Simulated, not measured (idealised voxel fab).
process module | voxel self aligned contacts
cross-section cut | 270 nm wide | cells 5 nm
A cross-section is a grid of square cells, given in bands from the top down. A band is one or more rows of cells.
Each band's line starts with the height of the band's top and of its bottom, in nm. Then come its materials from left to right, each with its width in nm. One material with "throughout" fills the band from edge to edge. "air" is empty space.
Height 0 is the level under which the wafer as received is all one material. The lowest band goes on downwards, as in "0 down".
A width such as "30 to 40" changes by the same amount from each row of cells to the next, from the band's top row to its bottom row.
"no change" after a step means that no cell of the cross-section changed.
closed voids: empty space of 8 cells or more with no open way to the top, each as width x height at its distance from the left edge, in nm
after a step's settings: what the simulator itself notes on the step
overlay nm, on a step with a mask: how far to the right of its planned place the mask lay; to the left if negative
plan
1 op RECEIVE | material Si
2 op OXIDIZE | depth nm 5
3 op DIRECTIONAL_DEP | material polySi | thk nm 25
4 op DIRECTIONAL_DEP | material SiN | thk nm 20
5 op PATTERN | tone cover | mask id GATE | material resist | width nm 25 | pitch nm 70 | thk nm 20 | overlay nm 0
6 op DIRECTIONAL_ETCH | etch materials SiN | depth nm 20
7 op DIRECTIONAL_ETCH | etch materials polySi | depth nm 25
8 op STRIP | etch materials resist
9 op CONFORMAL_DEP | material SiN | thk nm 10
10 op DIRECTIONAL_ETCH | etch materials SiN | depth nm 10
11 op FILL_DEP | material SiO2 | thk nm 10
12 op CMP | height nm 50
13 op PATTERN | tone open | mask id CONTACT | material resist | width nm 55 | pitch nm 70 | thk nm 15 | overlay nm 0
14 op DIRECTIONAL_ETCH | etch materials SiO2 | depth nm 55
15 op STRIP | etch materials resist
16 op CONFORMAL_DEP | material TiN | thk nm 5
17 op FILL_DEP | material W | thk nm 10
18 op CMP | height nm 50
19 op CONFORMAL_DEP | material SiN | thk nm 5
as received, after step 1
  0 down: Si throughout
  closed voids: none
a wafer at the end: this start, this plan, one mistake
  55 to 50: SiN throughout
  50 to 35: SiO2 40 | SiN 45 | TiN 5 | W 15 | TiN 5 | SiN 45 | TiN 5 | W 15 | TiN 5 | SiN 45 | SiO2 45
  35 to 30: SiO2 40 | SiN 45 | TiN 25 | SiN 45 | TiN 25 | SiN 45 | SiO2 45
  30 to 25: SiN throughout
  25 to 0: polySi throughout
  0 to -5: SiO2 throughout
  -5 down: Si throughout
  closed voids: none
what went wrong: step 4 ran as: op DIRECTIONAL_DEP | material SiN | thk nm 25
